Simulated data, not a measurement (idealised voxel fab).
The following process module bears the name voxel quadruple lines.
Square cell edge 5 nm, section width 215 nm, ID cut.
Cross-sections here: square-cell grids, written as top-down lists of bands, a band being one or more rows of cells. Basically the band line says how high the top is and how high the bottom is, in nm, and then what's in it from left to right, every material with its width in nm. Empty space shows up as "empty", and if a single material carries "edge to edge" it runs the full band edge to edge. Ref level 0: as-received wafer is one material below here. Bottom band extends down with no lower bound ("0 -> down"). Think of "30 to 40" as a width that walks from the first number to the second as you go down the band, top row to bottom row, taking equal-sized steps from row to row. Where the words "left unchanged" appear for a step, the cross-section shows no cell changed by that step; every cell remained as before. "Closed-off voids" lists enclosed empty spaces (at least 8 cells, no open path upward to the top), each as width x height at distance from the left edge, in nm. Where a step's line continues beyond its settings, the continuation is a remark by the simulator itself on that step. overlay nm: how far to the right of its planned place the mask lay on this masked step (negative: to the left).
These are the steps we planned for the process
1) RECEIVE (material Si)
2) CONFORMAL_DEP (material Al2O3; thk nm 5)
3) DIRECTIONAL_DEP (material TiN; thk nm 15)
4) DIRECTIONAL_DEP (material polySi; thk nm 15)
5) DIRECTIONAL_DEP (material aC; thk nm 20)
6) PATTERN (tone cover; mask id MANDREL; material resist; width nm 20; thk nm 30; overlay nm 0)
7) DIRECTIONAL_ETCH (etch materials aC; depth nm 20)
8) STRIP (etch materials resist)
9) CONFORMAL_DEP (material SiO2; thk nm 10)
10) DIRECTIONAL_ETCH (etch materials SiO2; depth nm 10)
11) STRIP (etch materials aC)
12) DIRECTIONAL_ETCH (etch materials polySi; depth nm 15)
13) STRIP (etch materials SiO2)
14) CONFORMAL_DEP (material SiCN; thk nm 5)
15) DIRECTIONAL_ETCH (etch materials SiCN; depth nm 5)
16) STRIP (etch materials polySi)
17) DIRECTIONAL_ETCH (etch materials TiN; depth nm 15)
18) STRIP (etch materials SiCN)
Cross-section of the wafer as it came to us, i.e., already through step 1
- 0 -> down = Si edge to edge
- Closed-off voids: none
First wafer of two, sectioned at end of module; run went per plan
- 20 -> 5 = empty (80) / TiN (5) / empty (10) / TiN (5) / empty (10) / TiN (5) / empty (10) / TiN (5) / empty (85)
- 5 -> 0 = Al2O3 edge to edge
- 0 -> down = Si edge to edge
- Closed-off voids: none
Wafer two (of two), end-of-module cross-section: start = wafer one, plan = wafer one, one run mistake
- 20 -> 5 = polySi edge to edge
- 5 -> 0 = Al2O3 edge to edge
- 0 -> down = Si edge to edge
- Closed-off voids: none
Processing error: the executed order of steps 3 and 4 is the reverse of that specified in the plan, each step having taken the other's position
Looking at both finished wafers in cells, the second ends up ahead of or behind the first on some materials: -12 TiN; +129 polySi
